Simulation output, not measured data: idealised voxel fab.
process module | voxel trench capacitor
cross-section cut | 230 nm wide | cells 5 nm
A cross-section is a grid of square cells, given in bands from the top down. A band is one or more rows of cells.
Each band's line starts with the height of the band's top and of its bottom, in nm. Then come its materials from left to right, each with its width in nm. One material with "throughout" fills the band from edge to edge. "air" is empty space.
Height 0 is the level under which the wafer as received is all one material. The lowest band goes on downwards, as in "0 down".
A width such as "30 to 40" changes by the same amount from each row of cells to the next, from the band's top row to its bottom row.
"no change" after a step means that no cell of the cross-section changed.
closed voids: empty space of 8 cells or more with no open way to the top, each as width x height at its distance from the left edge, in nm
after a step's settings: what the simulator itself notes on the step
overlay nm, on a step with a mask: how far to the right of its planned place the mask lay; to the left if negative
plan
1 op RECEIVE | material Si
2 op CONFORMAL_DEP | material SiN | thk nm 5
3 op DIRECTIONAL_DEP | material aC | thk nm 15
4 op PATTERN | tone open | mask id TRENCH | material resist | width nm 20 | pitch nm 40 | thk nm 30 | overlay nm 0
5 op DIRECTIONAL_ETCH | etch materials aC | depth nm 15
6 op STRIP | etch materials resist
7 op DIRECTIONAL_ETCH | etch materials SiN | depth nm 5
8 op DIRECTIONAL_ETCH | etch materials Si | depth nm 25
9 op STRIP | etch materials aC
10 op CONFORMAL_DEP | material SiO2 | thk nm 5
11 op FILL_DEP | material polySi | thk nm 10
12 op CMP | height nm 5
first wafer, as planned
as received, after step 1
  0 down: Si throughout
  closed voids: none
after step 2
  5 to 0: SiN throughout
  below 0: unchanged
after step 3
  20 to 5: aC throughout
  below 5: unchanged
after step 4
  50 to 20: resist 85 | air 20 | resist 20 | air 20 | resist 85
  below 20: unchanged
after step 5
  35 to 20: resist 85 | air 20 | resist 20 | air 20 | resist 85
  20 to 5: aC 85 | air 20 | aC 20 | air 20 | aC 85
  below 5: unchanged
after step 6
  20 to 5: aC 85 | air 20 | aC 20 | air 20 | aC 85
  below 5: unchanged
after step 7
  20 to 5: aC 85 | air 20 | aC 20 | air 20 | aC 85
  5 to 0: SiN 85 | air 20 | SiN 20 | air 20 | SiN 85
  below 0: unchanged
after step 8
  20 to 5: aC 85 | air 20 | aC 20 | air 20 | aC 85
  5 to 0: SiN 85 | air 20 | SiN 20 | air 20 | SiN 85
  0 to -25: Si 85 | air 20 | Si 20 | air 20 | Si 85
  below -25: unchanged
after step 9
  5 to 0: SiN 85 | air 20 | SiN 20 | air 20 | SiN 85
  below 0: unchanged
after step 10
  10 to 5: SiO2 90 | air 10 | SiO2 30 | air 10 | SiO2 90
  5 to 0: SiN 85 | SiO2 5 | air 10 | SiO2 5 | SiN 20 | SiO2 5 | air 10 | SiO2 5 | SiN 85
  0 to -20: Si 85 | SiO2 5 | air 10 | SiO2 5 | Si 20 | SiO2 5 | air 10 | SiO2 5 | Si 85
  -20 to -25: Si 85 | SiO2 20 | Si 20 | SiO2 20 | Si 85
  below -25: unchanged
after step 11
  20 to 10: polySi throughout
  10 to 5: SiO2 90 | polySi 10 | SiO2 30 | polySi 10 | SiO2 90
  5 to 0: SiN 85 | SiO2 5 | polySi 10 | SiO2 5 | SiN 20 | SiO2 5 | polySi 10 | SiO2 5 | SiN 85
  0 to -20: Si 85 | SiO2 5 | polySi 10 | SiO2 5 | Si 20 | SiO2 5 | polySi 10 | SiO2 5 | Si 85
  below -20: unchanged
after step 12
  5 to 0: SiN 85 | SiO2 5 | polySi 10 | SiO2 5 | SiN 20 | SiO2 5 | polySi 10 | SiO2 5 | SiN 85
  below 0: unchanged
second wafer: like start, like plan, one mistake. Through step 11 it matches the first wafer
when step 12 should have ended: no change
what went wrong: step 12 was left out
at the end the second wafer has, in cells: 42 more of SiO2 | 96 more of polySi
